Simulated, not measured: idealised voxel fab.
process module | voxel spacer lines
Cross-section cut: width 280 nm, square cells of 5 nm.
We lay out every cross-section as a grid of square cells and spell it out in bands from the top down, where one band means one or more rows of cells. Read a band's entry like this: the first values are the height of its top and the height of its bottom in nm, and what follows is the sequence of materials from left to right, each with its width in nm. Note that "empty" is empty space, and that a single material marked "all across" reaches across the band from edge to edge. It should be noted that heights are counted from 0, beneath which the wafer as supplied is of one material throughout, and that the lowest band possesses no lower boundary but continues downward, as written in "0 nm and below". Width "30..40": first value at the band's top row of cells, second value at its bottom row, equal change from row to row. For the purposes of this document, the phrase "nothing got changed" attached to a step denotes that no cell within the cross-section was modified by that step. Reported under the label "Enclosed cavities" are the empty spaces having no open way to the top and comprising 8 cells or more; the notation for each is width x height at distance, in which the distance is measured from the left edge and all three values are in nm. Past the settings on a step's line: simulator remark, on that step. The "overlay nm" setting may appear on a step's line; for a step that uses a mask, it gives how far to the right of its planned position the mask lay, and a negative value indicates the left.

THE FOLLOWING LIST GIVES THE PLANNED PROCESS STEPS
1) RECEIVE with material Si
2) CONFORMAL_DEP with material Al2O3, thk nm 5
3) DIRECTIONAL_DEP with material polySi, thk nm 10
4) DIRECTIONAL_DEP with material aC, thk nm 20
5) PATTERN with tone cover, mask id MANDREL, material resist, width nm 15, pitch nm 60, thk nm 30, overlay nm 0
6) DIRECTIONAL_ETCH with etch materials aC, depth nm 20
7) STRIP with etch materials resist
8) CONFORMAL_DEP with material SiO2, thk nm 15
9) DIRECTIONAL_ETCH with etch materials SiO2, depth nm 15
10) STRIP with etch materials aC
11) DIRECTIONAL_ETCH with etch materials polySi, depth nm 10
12) STRIP with etch materials SiO2
All wafers enter the flow in the same state. The width nm at step 5 differs from wafer to wafer, and the plan gives the value for the first wafer.

CROSS-SECTION, FIRST OF SEVERAL WAFERS, AS DELIVERED AFTER STEP 1
0 nm and below  Si all across
Enclosed cavities: none

THE TABLE BELOW HAS ONE ROW FOR EACH WAFER; A ROW SHOWS, AS OF THE END OF THE MODULE, HOW MANY CELLS OF EACH MATERIAL THE WAFER HAS GAINED, MARKED (+), OR LOST, MARKED (-), SINCE IT WAS RECEIVED, AND THEN THE WAFER'S CLOSED VOIDS
width nm 15 | +56 Al2O3 | +36 polySi | Enclosed cavities: none
width nm 20 | +56 Al2O3 | +36 polySi | Enclosed cavities: none
width nm 25 | +56 Al2O3 | +36 polySi | Enclosed cavities: none
width nm 30 | +56 Al2O3 | +36 polySi | Enclosed cavities: none
